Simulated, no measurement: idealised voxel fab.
process module | voxel wiring stack
cross-section cut | 240 nm wide | cells 5 nm
A cross-section is a grid of square cells, given in bands from the top down. A band is one or more rows of cells.
Each band's line starts with the height of the band's top and of its bottom, in nm. Then come its materials from left to right, each with its width in nm. One material with "throughout" fills the band from edge to edge. "air" is empty space.
Height 0 is the level under which the wafer as received is all one material. The lowest band goes on downwards, as in "0 down".
A width such as "30 to 40" changes by the same amount from each row of cells to the next, from the band's top row to its bottom row.
"no change" after a step means that no cell of the cross-section changed.
closed voids: empty space of 8 cells or more with no open way to the top, each as width x height at its distance from the left edge, in nm
after a step's settings: what the simulator itself notes on the step
overlay nm, on a step with a mask: how far to the right of its planned place the mask lay; to the left if negative
Each pair below shows a cross-section before one step and the cross-section after it, down to the lowest band that changed. The line under each pair gives the step between them, with its settings. The pairs can come from different runs of this module on the same starting wafer, so a pair continues from the pair above only where its "before" says so.
before
  140 to 120: resist 30 | air 30 | resist 20 | air 30 | resist 20 | air 30 | resist 20 | air 30 | resist 30
  120 to 100: SiO2 30 | air 30 | SiO2 20 | air 30 | SiO2 20 | air 30 | SiO2 20 | air 30 | SiO2 30
  100 to 90: SiO2 30 | air 15 | SiO2 85 | air 15 | SiO2 95
  90 to 85: SiCN 30 | air 15 | SiCN 85 | air 15 | SiCN 95
  85 to 65: lowk 25 | SiCN 5 | Ru 30 | SiCN 5 | lowk 10 | SiCN 5 | Ru 30 | SiCN 5 | lowk 10 | SiCN 5 | Ru 30 | SiCN 5 | lowk 10 | SiCN 5 | Ru 30 | SiCN 5 | lowk 25
  65 to 60: SiCN 30 | TiN 30 | SiCN 20 | TiN 30 | SiCN 20 | TiN 30 | SiCN 20 | TiN 30 | SiCN 30
  60 to 45: SiO2 30 | TiN 5 | Ru 5 | TiN 5 | SiO2 35 | TiN 5 | Ru 5 | TiN 5 | SiO2 35 | TiN 5 | Ru 5 | TiN 5 | SiO2 35 | TiN 5 | Ru 5 | TiN 5 | SiO2 45
  45 to 40: SiCN 30 | TiN 15 | SiCN 35 | TiN 15 | SiCN 35 | TiN 15 | SiCN 35 | TiN 15 | SiCN 45
  40 to 35: SiO2 30 | TiN 5 | Cu 20 | TiN 5 | SiO2 20 | TiN 5 | Cu 20 | TiN 5 | SiO2 20 | TiN 5 | Cu 20 | TiN 5 | SiO2 20 | TiN 5 | Cu 20 | TiN 5 | SiO2 30
  35 to 30: SiN 30 | TiN 30 | SiN 20 | TiN 30 | SiN 20 | TiN 30 | SiN 20 | TiN 30 | SiN 30
  30 to 0: SiO2 throughout
  0 down: Si throughout
  closed voids: none
after
  120 to 100: SiO2 30 | air 30 | SiO2 20 | air 30 | SiO2 20 | air 30 | SiO2 20 | air 30 | SiO2 30
  below 100: unchanged
  closed voids: none
the step between: op STRIP | etch materials resist
before: the cross-section after the pair above
after
  125 to 120: TiN 35 | air 20 | TiN 30 | air 20 | TiN 30 | air 20 | TiN 30 | air 20 | TiN 35
  120 to 105: SiO2 30 | TiN 5 | air 20 | TiN 5 | SiO2 20 | TiN 5 | air 20 | TiN 5 | SiO2 20 | TiN 5 | air 20 | TiN 5 | SiO2 20 | TiN 5 | air 20 | TiN 5 | SiO2 30
  105 to 100: SiO2 30 | TiN 5 | air 5 | TiN 20 | SiO2 20 | TiN 30 | SiO2 20 | TiN 5 | air 5 | TiN 20 | SiO2 20 | TiN 30 | SiO2 30
  100 to 90: SiO2 30 | TiN 5 | air 5 | TiN 5 | SiO2 85 | TiN 5 | air 5 | TiN 5 | SiO2 95
  90 to 85: SiCN 30 | TiN 15 | SiCN 85 | TiN 15 | SiCN 95
  below 85: unchanged
  closed voids: none
the step between: op CONFORMAL_DEP | material TiN | thk nm 5
before: the cross-section after the pair above
after
  135 to 125: Cu throughout
  125 to 120: TiN 35 | Cu 20 | TiN 30 | Cu 20 | TiN 30 | Cu 20 | TiN 30 | Cu 20 | TiN 35
  120 to 105: SiO2 30 | TiN 5 | Cu 20 | TiN 5 | SiO2 20 | TiN 5 | Cu 20 | TiN 5 | SiO2 20 | TiN 5 | Cu 20 | TiN 5 | SiO2 20 | TiN 5 | Cu 20 | TiN 5 | SiO2 30
  105 to 100: SiO2 30 | TiN 5 | Cu 5 | TiN 20 | SiO2 20 | TiN 30 | SiO2 20 | TiN 5 | Cu 5 | TiN 20 | SiO2 20 | TiN 30 | SiO2 30
  100 to 90: SiO2 30 | TiN 5 | Cu 5 | TiN 5 | SiO2 85 | TiN 5 | Cu 5 | TiN 5 | SiO2 95
  below 90: unchanged
  closed voids: none
the step between: op FILL_DEP | material Cu | thk nm 10
before: the cross-section after the pair above
after
  120 to 105: SiO2 30 | TiN 5 | Cu 20 | TiN 5 | SiO2 20 | TiN 5 | Cu 20 | TiN 5 | SiO2 20 | TiN 5 | Cu 20 | TiN 5 | SiO2 20 | TiN 5 | Cu 20 | TiN 5 | SiO2 30
  below 105: unchanged
  closed voids: none
the step between: op CMP | height nm 120
before: the cross-section after the pair above
after
  125 to 120: SiCN throughout
  below 120: unchanged
  closed voids: none
the step between: op CONFORMAL_DEP | material SiCN | thk nm 5
before
  60 to 45: SiO2 30 | TiN 5 | Ru 5 | TiN 5 | SiO2 35 | TiN 5 | Ru 5 | TiN 5 | SiO2 35 | TiN 5 | Ru 5 | TiN 5 | SiO2 35 | TiN 5 | Ru 5 | TiN 5 | SiO2 45
  45 to 40: SiCN 30 | TiN 15 | SiCN 35 | TiN 15 | SiCN 35 | TiN 15 | SiCN 35 | TiN 15 | SiCN 45
  40 to 20: SiO2 30 | TiN 5 | Cu 20 | TiN 5 | SiO2 20 | TiN 5 | Cu 20 | TiN 5 | SiO2 20 | TiN 5 | Cu 20 | TiN 5 | SiO2 20 | TiN 5 | Cu 20 | TiN 5 | SiO2 30
  20 to 15: SiN 30 | TiN 30 | SiN 20 | TiN 30 | SiN 20 | TiN 30 | SiN 20 | TiN 30 | SiN 30
  15 to 0: SiO2 throughout
  0 down: Si throughout
  closed voids: none
after
  80 to 60: Ru throughout
  below 60: unchanged
  closed voids: none
the step between: op DIRECTIONAL_DEP | material Ru | thk nm 20
before: the cross-section after the pair above
after
  85 to 80: TiN throughout
  below 80: unchanged
  closed voids: none
the step between: op DIRECTIONAL_DEP | material TiN | thk nm 5
before: the cross-section after the pair above
after
  95 to 85: aC throughout
  below 85: unchanged
  closed voids: none
the step between: op DIRECTIONAL_DEP | material aC | thk nm 10
before: the cross-section after the pair above
after
  120 to 95: air 30 | resist 30 | air 20 | resist 30 | air 20 | resist 30 | air 20 | resist 30 | air 30
  below 95: unchanged
  closed voids: none
the step between: op PATTERN | tone cover | mask id METAL_2 | material resist | width nm 30 | pitch nm 50 | thk nm 25 | overlay nm 0
before: the cross-section after the pair above
after
  110 to 95: air 30 | resist 30 | air 20 | resist 30 | air 20 | resist 30 | air 20 | resist 30 | air 30
  95 to 85: air 30 | aC 30 | air 20 | aC 30 | air 20 | aC 30 | air 20 | aC 30 | air 30
  below 85: unchanged
  closed voids: none
the step between: op DIRECTIONAL_ETCH | etch materials aC | depth nm 10
before: the cross-section after the pair above
after
  95 to 85: air 30 | aC 30 | air 20 | aC 30 | air 20 | aC 30 | air 20 | aC 30 | air 30
  below 85: unchanged
  closed voids: none
the step between: op STRIP | etch materials resist
before: the cross-section after the pair above
after
  95 to 85: air 30 | aC 30 | air 20 | aC 30 | air 20 | aC 30 | air 20 | aC 30 | air 30
  85 to 80: air 30 | TiN 30 | air 20 | TiN 30 | air 20 | TiN 30 | air 20 | TiN 30 | air 30
  below 80: unchanged
  closed voids: none
the step between: op DIRECTIONAL_ETCH | etch materials TiN | depth nm 5
before: the cross-section after the pair above
after
  85 to 80: air 30 | TiN 30 | air 20 | TiN 30 | air 20 | TiN 30 | air 20 | TiN 30 | air 30
  below 80: unchanged
  closed voids: none
the step between: op STRIP | etch materials aC
before: the cross-section after the pair above
after
  90 to 85: air 25 | SiCN 40 | air 10 | SiCN 40 | air 10 | SiCN 40 | air 10 | SiCN 40 | air 25
  85 to 80: SiCN 30 | TiN 30 | SiCN 20 | TiN 30 | SiCN 20 | TiN 30 | SiCN 20 | TiN 30 | SiCN 30
  below 80: unchanged
  closed voids: none
the step between: op CONFORMAL_DEP | material SiCN | thk nm 5
before: the cross-section after the pair above
after
  95 to 90: lowk throughout
  90 to 85: lowk 25 | SiCN 40 | lowk 10 | SiCN 40 | lowk 10 | SiCN 40 | lowk 10 | SiCN 40 | lowk 25
  below 85: unchanged
  closed voids: none
the step between: op FILL_DEP | material lowk | thk nm 5
before: the cross-section after the pair above
after
  85 to 80: SiCN 30 | TiN 30 | SiCN 20 | TiN 30 | SiCN 20 | TiN 30 | SiCN 20 | TiN 30 | SiCN 30
  below 80: unchanged
  closed voids: none
the step between: op CMP | height nm 85
before: the cross-section after the pair above
after
  90 to 85: SiCN throughout
  below 85: unchanged
  closed voids: none
the step between: op CONFORMAL_DEP | material SiCN | thk nm 5
before: the cross-section after the pair above
after
  120 to 90: SiO2 throughout
  below 90: unchanged
  closed voids: none
the step between: op DIRECTIONAL_DEP | material SiO2 | thk nm 30
before: the cross-section after the pair above
after
  135 to 120: resist 30 | air 15 | resist 85 | air 15 | resist 95
  below 120: unchanged
  closed voids: none
the step between: op PATTERN | tone open | mask id METAL_3_HOLES | material resist | width nm 15 | pitch nm 100 | thk nm 15 | overlay nm 0
before: the cross-section after the pair above
after
  135 to 120: resist 30 | air 15 | resist 85 | air 15 | resist 95
  120 to 90: SiO2 30 | air 15 | SiO2 85 | air 15 | SiO2 95
  below 90: unchanged
  closed voids: none
the step between: op DIRECTIONAL_ETCH | etch materials SiO2 | depth nm 30
before: the cross-section after the pair above
after
  120 to 90: SiO2 30 | air 15 | SiO2 85 | air 15 | SiO2 95
  below 90: unchanged
  closed voids: none
the step between: op STRIP | etch materials resist
before: the cross-section after the pair above
after
  140 to 120: resist 30 | air 30 | resist 20 | air 30 | resist 20 | air 30 | resist 20 | air 30 | resist 30
  below 120: unchanged
  closed voids: none
the step between: op PATTERN | tone open | mask id METAL_3 | material resist | width nm 30 | pitch nm 50 | thk nm 20 | overlay nm 0
before: the cross-section after the pair above
after
  140 to 120: resist 30 | air 30 | resist 20 | air 30 | resist 20 | air 30 | resist 20 | air 30 | resist 30
  120 to 100: SiO2 30 | air 30 | SiO2 20 | air 30 | SiO2 20 | air 30 | SiO2 20 | air 30 | SiO2 30
  below 100: unchanged
  closed voids: none
the step between: op DIRECTIONAL_ETCH | etch materials SiO2 | depth nm 20
before: the cross-section after the pair above
after
  140 to 120: resist 30 | air 30 | resist 20 | air 30 | resist 20 | air 30 | resist 20 | air 30 | resist 30
  120 to 100: SiO2 30 | air 30 | SiO2 20 | air 30 | SiO2 20 | air 30 | SiO2 20 | air 30 | SiO2 30
  100 to 90: SiO2 30 | air 15 | SiO2 85 | air 15 | SiO2 95
  90 to 85: SiCN 30 | air 15 | SiCN 85 | air 15 | SiCN 95
  below 85: unchanged
  closed voids: none
the step between: op DIRECTIONAL_ETCH | etch materials SiCN | depth nm 5
before: the cross-section after the pair above
after
  120 to 100: SiO2 30 | air 30 | SiO2 20 | air 30 | SiO2 20 | air 30 | SiO2 20 | air 30 | SiO2 30
  below 100: unchanged
  closed voids: none
the step between: op STRIP | etch materials resist
before: the cross-section after the pair above
after
  125 to 120: TiN 35 | air 20 | TiN 30 | air 20 | TiN 30 | air 20 | TiN 30 | air 20 | TiN 35
  120 to 105: SiO2 30 | TiN 5 | air 20 | TiN 5 | SiO2 20 | TiN 5 | air 20 | TiN 5 | SiO2 20 | TiN 5 | air 20 | TiN 5 | SiO2 20 | TiN 5 | air 20 | TiN 5 | SiO2 30
  105 to 100: SiO2 30 | TiN 5 | air 5 | TiN 20 | SiO2 20 | TiN 30 | SiO2 20 | TiN 5 | air 5 | TiN 20 | SiO2 20 | TiN 30 | SiO2 30
  100 to 90: SiO2 30 | TiN 5 | air 5 | TiN 5 | SiO2 85 | TiN 5 | air 5 | TiN 5 | SiO2 95
  90 to 85: SiCN 30 | TiN 15 | SiCN 85 | TiN 15 | SiCN 95
  below 85: unchanged
  closed voids: none
the step between: op CONFORMAL_DEP | material TiN | thk nm 5
before: the cross-section after the pair above
after
  135 to 125: Cu throughout
  125 to 120: TiN 35 | Cu 20 | TiN 30 | Cu 20 | TiN 30 | Cu 20 | TiN 30 | Cu 20 | TiN 35
  120 to 105: SiO2 30 | TiN 5 | Cu 20 | TiN 5 | SiO2 20 | TiN 5 | Cu 20 | TiN 5 | SiO2 20 | TiN 5 | Cu 20 | TiN 5 | SiO2 20 | TiN 5 | Cu 20 | TiN 5 | SiO2 30
  105 to 100: SiO2 30 | TiN 5 | Cu 5 | TiN 20 | SiO2 20 | TiN 30 | SiO2 20 | TiN 5 | Cu 5 | TiN 20 | SiO2 20 | TiN 30 | SiO2 30
  100 to 90: SiO2 30 | TiN 5 | Cu 5 | TiN 5 | SiO2 85 | TiN 5 | Cu 5 | TiN 5 | SiO2 95
  below 90: unchanged
  closed voids: none
the step between: op FILL_DEP | material Cu | thk nm 10
before: the cross-section after the pair above
after
  120 to 105: SiO2 30 | TiN 5 | Cu 20 | TiN 5 | SiO2 20 | TiN 5 | Cu 20 | TiN 5 | SiO2 20 | TiN 5 | Cu 20 | TiN 5 | SiO2 20 | TiN 5 | Cu 20 | TiN 5 | SiO2 30
  below 105: unchanged
  closed voids: none
the step between: op CMP | height nm 120
before: the cross-section after the pair above
after
  125 to 120: SiCN throughout
  below 120: unchanged
  closed voids: none
the step between: op CONFORMAL_DEP | material SiCN | thk nm 5
before
  20 to 15: SiN throughout
  15 to 0: SiO2 throughout
  0 down: Si throughout
  closed voids: none
after
  35 to 20: SiO2 throughout
  below 20: unchanged
  closed voids: none
the step between: op DIRECTIONAL_DEP | material SiO2 | thk nm 15
before: the cross-section after the pair above
after
  35 to 20: SiO2 30 | air 30 | SiO2 20 | air 30 | SiO2 20 | air 30 | SiO2 20 | air 30 | SiO2 30
  below 20: unchanged
  closed voids: none
the step between: op MASKED_ETCH | tone open | mask id METAL_1 | width nm 30 | pitch nm 50 | etch materials SiO2 | depth nm 20 | overlay nm 0
before: the cross-section after the pair above
after
  35 to 20: SiO2 30 | air 30 | SiO2 20 | air 30 | SiO2 20 | air 30 | SiO2 20 | air 30 | SiO2 30
  20 to 15: SiN 30 | air 30 | SiN 20 | air 30 | SiN 20 | air 30 | SiN 20 | air 30 | SiN 30
  below 15: unchanged
  closed voids: none
the step between: op MASKED_ETCH | tone open | mask id METAL_1 | width nm 30 | pitch nm 50 | etch materials SiN | depth nm 5 | overlay nm 0
before: the cross-section after the pair above
after
  40 to 35: TiN 35 | air 20 | TiN 30 | air 20 | TiN 30 | air 20 | TiN 30 | air 20 | TiN 35
  35 to 20: SiO2 30 | TiN 5 | air 20 | TiN 5 | SiO2 20 | TiN 5 | air 20 | TiN 5 | SiO2 20 | TiN 5 | air 20 | TiN 5 | SiO2 20 | TiN 5 | air 20 | TiN 5 | SiO2 30
  20 to 15: SiN 30 | TiN 30 | SiN 20 | TiN 30 | SiN 20 | TiN 30 | SiN 20 | TiN 30 | SiN 30
  below 15: unchanged
  closed voids: none
the step between: op CONFORMAL_DEP | material TiN | thk nm 5
before: the cross-section after the pair above
after
  45 to 40: Cu throughout
  40 to 35: TiN 35 | Cu 20 | TiN 30 | Cu 20 | TiN 30 | Cu 20 | TiN 30 | Cu 20 | TiN 35
  35 to 20: SiO2 30 | TiN 5 | Cu 20 | TiN 5 | SiO2 20 | TiN 5 | Cu 20 | TiN 5 | SiO2 20 | TiN 5 | Cu 20 | TiN 5 | SiO2 20 | TiN 5 | Cu 20 | TiN 5 | SiO2 30
  below 20: unchanged
  closed voids: none
the step between: op FILL_DEP | material Cu | thk nm 5
before: the cross-section after the pair above
after
  40 to 35: TiN 35 | Cu 20 | TiN 30 | Cu 20 | TiN 30 | Cu 20 | TiN 30 | Cu 20 | TiN 35
  below 35: unchanged
  closed voids: none
the step between: op CMP | height nm 40
before: the cross-section after the pair above
after
  45 to 40: SiCN throughout
  below 40: unchanged
  closed voids: none
the step between: op CONFORMAL_DEP | material SiCN | thk nm 5
before: the cross-section after the pair above
after
  60 to 45: SiO2 throughout
  below 45: unchanged
  closed voids: none
the step between: op DIRECTIONAL_DEP | material SiO2 | thk nm 15
before: the cross-section after the pair above
after
  75 to 60: resist 30 | air 15 | resist 35 | air 15 | resist 35 | air 15 | resist 35 | air 15 | resist 45
  below 60: unchanged
  closed voids: none
the step between: op PATTERN | tone open | mask id PLUG_1 | material resist | width nm 15 | pitch nm 50 | thk nm 15 | overlay nm 0
before: the cross-section after the pair above
after
  75 to 60: resist 30 | air 15 | resist 35 | air 15 | resist 35 | air 15 | resist 35 | air 15 | resist 45
  60 to 45: SiO2 30 | air 15 | SiO2 35 | air 15 | SiO2 35 | air 15 | SiO2 35 | air 15 | SiO2 45
  below 45: unchanged
  closed voids: none
the step between: op DIRECTIONAL_ETCH | etch materials SiO2 | depth nm 15
before: the cross-section after the pair above
after
  75 to 60: resist 30 | air 15 | resist 35 | air 15 | resist 35 | air 15 | resist 35 | air 15 | resist 45
  60 to 45: SiO2 30 | air 15 | SiO2 35 | air 15 | SiO2 35 | air 15 | SiO2 35 | air 15 | SiO2 45
  45 to 40: SiCN 30 | air 15 | SiCN 35 | air 15 | SiCN 35 | air 15 | SiCN 35 | air 15 | SiCN 45
  below 40: unchanged
  closed voids: none
the step between: op DIRECTIONAL_ETCH | etch materials SiCN | depth nm 5
before: the cross-section after the pair above
after
  60 to 45: SiO2 30 | air 15 | SiO2 35 | air 15 | SiO2 35 | air 15 | SiO2 35 | air 15 | SiO2 45
  below 45: unchanged
  closed voids: none
the step between: op STRIP | etch materials resist
before: the cross-section after the pair above
after
  65 to 60: TiN 35 | air 5 | TiN 45 | air 5 | TiN 45 | air 5 | TiN 45 | air 5 | TiN 50
  60 to 45: SiO2 30 | TiN 5 | air 5 | TiN 5 | SiO2 35 | TiN 5 | air 5 | TiN 5 | SiO2 35 | TiN 5 | air 5 | TiN 5 | SiO2 35 | TiN 5 | air 5 | TiN 5 | SiO2 45
  45 to 40: SiCN 30 | TiN 15 | SiCN 35 | TiN 15 | SiCN 35 | TiN 15 | SiCN 35 | TiN 15 | SiCN 45
  below 40: unchanged
  closed voids: none
the step between: op CONFORMAL_DEP | material TiN | thk nm 5
before: the cross-section after the pair above
after
  70 to 65: Ru throughout
  65 to 60: TiN 35 | Ru 5 | TiN 45 | Ru 5 | TiN 45 | Ru 5 | TiN 45 | Ru 5 | TiN 50
  60 to 45: SiO2 30 | TiN 5 | Ru 5 | TiN 5 | SiO2 35 | TiN 5 | Ru 5 | TiN 5 | SiO2 35 | TiN 5 | Ru 5 | TiN 5 | SiO2 35 | TiN 5 | Ru 5 | TiN 5 | SiO2 45
  below 45: unchanged
  closed voids: none
the step between: op FILL_DEP | material Ru | thk nm 5
before: the cross-section after the pair above
after
  60 to 45: SiO2 30 | TiN 5 | Ru 5 | TiN 5 | SiO2 35 | TiN 5 | Ru 5 | TiN 5 | SiO2 35 | TiN 5 | Ru 5 | TiN 5 | SiO2 35 | TiN 5 | Ru 5 | TiN 5 | SiO2 45
  below 45: unchanged
  closed voids: none
the step between: op CMP | height nm 60
before: the cross-section after the pair above
after
  65 to 60: TiN throughout
  below 60: unchanged
  closed voids: none
the step between: op DIRECTIONAL_DEP | material TiN | thk nm 5
before: the cross-section after the pair above
after
  85 to 65: Ru throughout
  below 65: unchanged
  closed voids: none
the step between: op DIRECTIONAL_DEP | material Ru | thk nm 20
before: the cross-section after the pair above
after
  95 to 85: aC throughout
  below 85: unchanged
  closed voids: none
the step between: op DIRECTIONAL_DEP | material aC | thk nm 10
before: the cross-section after the pair above
after
  120 to 95: air 30 | resist 30 | air 20 | resist 30 | air 20 | resist 30 | air 20 | resist 30 | air 30
  below 95: unchanged
  closed voids: none
the step between: op PATTERN | tone cover | mask id METAL_2 | material resist | width nm 30 | pitch nm 50 | thk nm 25 | overlay nm 0
before: the cross-section after the pair above
after
  110 to 95: air 30 | resist 30 | air 20 | resist 30 | air 20 | resist 30 | air 20 | resist 30 | air 30
  95 to 85: air 30 | aC 30 | air 20 | aC 30 | air 20 | aC 30 | air 20 | aC 30 | air 30
  below 85: unchanged
  closed voids: none
the step between: op DIRECTIONAL_ETCH | etch materials aC | depth nm 10
before: the cross-section after the pair above
after
  95 to 85: air 30 | aC 30 | air 20 | aC 30 | air 20 | aC 30 | air 20 | aC 30 | air 30
  below 85: unchanged
  closed voids: none
the step between: op STRIP | etch materials resist
before: the cross-section after the pair above
after
  95 to 85: air 30 | aC 30 | air 20 | aC 30 | air 20 | aC 30 | air 20 | aC 30 | air 30
  85 to 65: air 30 | Ru 30 | air 20 | Ru 30 | air 20 | Ru 30 | air 20 | Ru 30 | air 30
  below 65: unchanged
  closed voids: none
the step between: op DIRECTIONAL_ETCH | etch materials Ru | depth nm 20
before: the cross-section after the pair above
after
  95 to 85: air 30 | aC 30 | air 20 | aC 30 | air 20 | aC 30 | air 20 | aC 30 | air 30
  85 to 65: air 30 | Ru 30 | air 20 | Ru 30 | air 20 | Ru 30 | air 20 | Ru 30 | air 30
  65 to 60: air 30 | TiN 30 | air 20 | TiN 30 | air 20 | TiN 30 | air 20 | TiN 30 | air 30
  below 60: unchanged
  closed voids: none
the step between: op DIRECTIONAL_ETCH | etch materials TiN | depth nm 5
before: the cross-section after the pair above
after
  85 to 65: air 30 | Ru 30 | air 20 | Ru 30 | air 20 | Ru 30 | air 20 | Ru 30 | air 30
  below 65: unchanged
  closed voids: none
the step between: op STRIP | etch materials aC
before: the cross-section after the pair above
after
  90 to 85: air 25 | SiCN 40 | air 10 | SiCN 40 | air 10 | SiCN 40 | air 10 | SiCN 40 | air 25
  85 to 65: air 25 | SiCN 5 | Ru 30 | SiCN 5 | air 10 | SiCN 5 | Ru 30 | SiCN 5 | air 10 | SiCN 5 | Ru 30 | SiCN 5 | air 10 | SiCN 5 | Ru 30 | SiCN 5 | air 25
  65 to 60: SiCN 30 | TiN 30 | SiCN 20 | TiN 30 | SiCN 20 | TiN 30 | SiCN 20 | TiN 30 | SiCN 30
  below 60: unchanged
  closed voids: none
the step between: op CONFORMAL_DEP | material SiCN | thk nm 5
before: the cross-section after the pair above
after
  95 to 90: lowk throughout
  90 to 85: lowk 25 | SiCN 40 | lowk 10 | SiCN 40 | lowk 10 | SiCN 40 | lowk 10 | SiCN 40 | lowk 25
  85 to 65: lowk 25 | SiCN 5 | Ru 30 | SiCN 5 | lowk 10 | SiCN 5 | Ru 30 | SiCN 5 | lowk 10 | SiCN 5 | Ru 30 | SiCN 5 | lowk 10 | SiCN 5 | Ru 30 | SiCN 5 | lowk 25
  below 65: unchanged
  closed voids: none
the step between: op FILL_DEP | material lowk | thk nm 5
before: the cross-section after the pair above
after
  85 to 65: lowk 25 | SiCN 5 | Ru 30 | SiCN 5 | lowk 10 | SiCN 5 | Ru 30 | SiCN 5 | lowk 10 | SiCN 5 | Ru 30 | SiCN 5 | lowk 10 | SiCN 5 | Ru 30 | SiCN 5 | lowk 25
  below 65: unchanged
  closed voids: none
the step between: op CMP | height nm 85
before: the cross-section after the pair above
after
  90 to 85: SiCN throughout
  below 85: unchanged
  closed voids: none
the step between: op CONFORMAL_DEP | material SiCN | thk nm 5
before: the cross-section after the pair above
after
  120 to 90: SiO2 throughout
  below 90: unchanged
  closed voids: none
the step between: op DIRECTIONAL_DEP | material SiO2 | thk nm 30
before: the cross-section after the pair above
after
  135 to 120: resist 30 | air 15 | resist 85 | air 15 | resist 95
  below 120: unchanged
  closed voids: none
the step between: op PATTERN | tone open | mask id METAL_3_HOLES | material resist | width nm 15 | pitch nm 100 | thk nm 15 | overlay nm 0
before: the cross-section after the pair above
after
  135 to 120: resist 30 | air 15 | resist 85 | air 15 | resist 95
  120 to 90: SiO2 30 | air 15 | SiO2 85 | air 15 | SiO2 95
  below 90: unchanged
  closed voids: none
the step between: op DIRECTIONAL_ETCH | etch materials SiO2 | depth nm 30
before: the cross-section after the pair above
after
  120 to 90: SiO2 30 | air 15 | SiO2 85 | air 15 | SiO2 95
  below 90: unchanged
  closed voids: none
the step between: op STRIP | etch materials resist
before: the cross-section after the pair above
after
  140 to 120: resist 30 | air 30 | resist 20 | air 30 | resist 20 | air 30 | resist 20 | air 30 | resist 30
  below 120: unchanged
  closed voids: none
the step between: op PATTERN | tone open | mask id METAL_3 | material resist | width nm 30 | pitch nm 50 | thk nm 20 | overlay nm 0
before: the cross-section after the pair above
after
  140 to 120: resist 30 | air 30 | resist 20 | air 30 | resist 20 | air 30 | resist 20 | air 30 | resist 30
  120 to 100: SiO2 30 | air 30 | SiO2 20 | air 30 | SiO2 20 | air 30 | SiO2 20 | air 30 | SiO2 30
  below 100: unchanged
  closed voids: none
the step between: op DIRECTIONAL_ETCH | etch materials SiO2 | depth nm 20
before: the cross-section after the pair above
after
  140 to 120: resist 30 | air 30 | resist 20 | air 30 | resist 20 | air 30 | resist 20 | air 30 | resist 30
  120 to 100: SiO2 30 | air 30 | SiO2 20 | air 30 | SiO2 20 | air 30 | SiO2 20 | air 30 | SiO2 30
  100 to 90: SiO2 30 | air 15 | SiO2 85 | air 15 | SiO2 95
  90 to 85: SiCN 30 | air 15 | SiCN 85 | air 15 | SiCN 95
  below 85: unchanged
  closed voids: none
the step between: op DIRECTIONAL_ETCH | etch materials SiCN | depth nm 5
before: the cross-section after the pair above
after
  120 to 100: SiO2 30 | air 30 | SiO2 20 | air 30 | SiO2 20 | air 30 | SiO2 20 | air 30 | SiO2 30
  below 100: unchanged
  closed voids: none
the step between: op STRIP | etch materials resist
before: the cross-section after the pair above
after
  125 to 120: TiN 35 | air 20 | TiN 30 | air 20 | TiN 30 | air 20 | TiN 30 | air 20 | TiN 35
  120 to 105: SiO2 30 | TiN 5 | air 20 | TiN 5 | SiO2 20 | TiN 5 | air 20 | TiN 5 | SiO2 20 | TiN 5 | air 20 | TiN 5 | SiO2 20 | TiN 5 | air 20 | TiN 5 | SiO2 30
  105 to 100: SiO2 30 | TiN 5 | air 5 | TiN 20 | SiO2 20 | TiN 30 | SiO2 20 | TiN 5 | air 5 | TiN 20 | SiO2 20 | TiN 30 | SiO2 30
  100 to 90: SiO2 30 | TiN 5 | air 5 | TiN 5 | SiO2 85 | TiN 5 | air 5 | TiN 5 | SiO2 95
  90 to 85: SiCN 30 | TiN 15 | SiCN 85 | TiN 15 | SiCN 95
  below 85: unchanged
  closed voids: none
the step between: op CONFORMAL_DEP | material TiN | thk nm 5
before: the cross-section after the pair above
after
  135 to 125: Cu throughout
  125 to 120: TiN 35 | Cu 20 | TiN 30 | Cu 20 | TiN 30 | Cu 20 | TiN 30 | Cu 20 | TiN 35
  120 to 105: SiO2 30 | TiN 5 | Cu 20 | TiN 5 | SiO2 20 | TiN 5 | Cu 20 | TiN 5 | SiO2 20 | TiN 5 | Cu 20 | TiN 5 | SiO2 20 | TiN 5 | Cu 20 | TiN 5 | SiO2 30
  105 to 100: SiO2 30 | TiN 5 | Cu 5 | TiN 20 | SiO2 20 | TiN 30 | SiO2 20 | TiN 5 | Cu 5 | TiN 20 | SiO2 20 | TiN 30 | SiO2 30
  100 to 90: SiO2 30 | TiN 5 | Cu 5 | TiN 5 | SiO2 85 | TiN 5 | Cu 5 | TiN 5 | SiO2 95
  below 90: unchanged
  closed voids: none
the step between: op FILL_DEP | material Cu | thk nm 10
before: the cross-section after the pair above
after
  120 to 105: SiO2 30 | TiN 5 | Cu 20 | TiN 5 | SiO2 20 | TiN 5 | Cu 20 | TiN 5 | SiO2 20 | TiN 5 | Cu 20 | TiN 5 | SiO2 20 | TiN 5 | Cu 20 | TiN 5 | SiO2 30
  below 105: unchanged
  closed voids: none
the step between: op CMP | height nm 120
before: the cross-section after the pair above
after
  125 to 120: SiCN throughout
  below 120: unchanged
  closed voids: none
the step between: op CONFORMAL_DEP | material SiCN | thk nm 5
before
  40 to 20: SiO2 throughout
  20 to 15: SiN throughout
  15 to 0: SiO2 throughout
  0 down: Si throughout
  closed voids: none
after
  40 to 20: SiO2 30 | air 35 | SiO2 15 | air 35 | SiO2 15 | air 35 | SiO2 15 | air 35 | SiO2 25
  below 20: unchanged
  closed voids: none
the step between: op MASKED_ETCH | tone open | mask id METAL_1 | width nm 35 | pitch nm 50 | etch materials SiO2 | depth nm 20 | overlay nm 0
before: the cross-section after the pair above
after
  40 to 20: SiO2 30 | air 35 | SiO2 15 | air 35 | SiO2 15 | air 35 | SiO2 15 | air 35 | SiO2 25
  20 to 15: SiN 30 | air 30 | SiN 20 | air 30 | SiN 20 | air 30 | SiN 20 | air 30 | SiN 30
  below 15: unchanged
  closed voids: none
the step between: op MASKED_ETCH | tone open | mask id METAL_1 | width nm 30 | pitch nm 50 | etch materials SiN | depth nm 5 | overlay nm 0
before: the cross-section after the pair above
after
  45 to 40: TiN 35 | air 25 | TiN 25 | air 25 | TiN 25 | air 25 | TiN 25 | air 25 | TiN 30
  40 to 25: SiO2 30 | TiN 5 | air 25 | TiN 5 | SiO2 15 | TiN 5 | air 25 | TiN 5 | SiO2 15 | TiN 5 | air 25 | TiN 5 | SiO2 15 | TiN 5 | air 25 | TiN 5 | SiO2 25
  25 to 20: SiO2 30 | TiN 5 | air 20 | TiN 10 | SiO2 15 | TiN 5 | air 20 | TiN 10 | SiO2 15 | TiN 5 | air 20 | TiN 10 | SiO2 15 | TiN 5 | air 20 | TiN 10 | SiO2 25
  20 to 15: SiN 30 | TiN 30 | SiN 20 | TiN 30 | SiN 20 | TiN 30 | SiN 20 | TiN 30 | SiN 30
  below 15: unchanged
  closed voids: none
the step between: op CONFORMAL_DEP | material TiN | thk nm 5
